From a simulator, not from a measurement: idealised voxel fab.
process module | voxel trench capacitor
cross-section cut | 245 nm wide | cells 5 nm
A cross-section is a grid of square cells, given in bands from the top down. A band is one or more rows of cells.
Each band's line starts with the height of the band's top and of its bottom, in nm. Then come its materials from left to right, each with its width in nm. One material with "throughout" fills the band from edge to edge. "air" is empty space.
Height 0 is the level under which the wafer as received is all one material. The lowest band goes on downwards, as in "0 down".
A width such as "30 to 40" changes by the same amount from each row of cells to the next, from the band's top row to its bottom row.
"no change" after a step means that no cell of the cross-section changed.
closed voids: empty space of 8 cells or more with no open way to the top, each as width x height at its distance from the left edge, in nm
after a step's settings: what the simulator itself notes on the step
overlay nm, on a step with a mask: how far to the right of its planned place the mask lay; to the left if negative
plan
1 op RECEIVE | material Si
2 op CONFORMAL_DEP | material SiN | thk nm 10
3 op DIRECTIONAL_DEP | material aC | thk nm 10
4 op PATTERN | tone open | mask id TRENCH | material resist | width nm 15 | pitch nm 40 | thk nm 30 | overlay nm 0
5 op DIRECTIONAL_ETCH | etch materials aC | depth nm 10
6 op STRIP | etch materials resist
7 op DIRECTIONAL_ETCH | etch materials SiN | depth nm 10
8 op DIRECTIONAL_ETCH | etch materials Si | depth nm 35
9 op STRIP | etch materials aC
10 op CONFORMAL_DEP | material Al2O3 | thk nm 5
11 op FILL_DEP | material polySi | thk nm 10
12 op CMP | height nm 10
as received, after step 1
  0 down: Si throughout
  closed voids: none
first wafer at the end, as planned
  10 to 0: SiN 75 | Al2O3 5 | polySi 5 | Al2O3 5 | SiN 25 | Al2O3 5 | polySi 5 | Al2O3 5 | SiN 25 | Al2O3 5 | polySi 5 | Al2O3 5 | SiN 75
  0 to -30: Si 75 | Al2O3 5 | polySi 5 | Al2O3 5 | Si 25 | Al2O3 5 | polySi 5 | Al2O3 5 | Si 25 | Al2O3 5 | polySi 5 | Al2O3 5 | Si 75
  -30 to -35: Si 75 | Al2O3 15 | Si 25 | Al2O3 15 | Si 25 | Al2O3 15 | Si 75
  -35 down: Si throughout
  closed voids: none
second wafer at the end: like start, like plan, one mistake
  25 to 15: polySi throughout
  15 to 10: Al2O3 80 | polySi 5 | Al2O3 35 | polySi 5 | Al2O3 35 | polySi 5 | Al2O3 80
  10 to 0: SiN 75 | Al2O3 5 | polySi 5 | Al2O3 5 | SiN 25 | Al2O3 5 | polySi 5 | Al2O3 5 | SiN 25 | Al2O3 5 | polySi 5 | Al2O3 5 | SiN 75
  0 to -30: Si 75 | Al2O3 5 | polySi 5 | Al2O3 5 | Si 25 | Al2O3 5 | polySi 5 | Al2O3 5 | Si 25 | Al2O3 5 | polySi 5 | Al2O3 5 | Si 75
  -30 to -35: Si 75 | Al2O3 15 | Si 25 | Al2O3 15 | Si 25 | Al2O3 15 | Si 75
  -35 down: Si throughout
  closed voids: none
what went wrong: step 12 was left out
at the end the second wafer has, in cells: 46 more of Al2O3 | 101 more of polySi
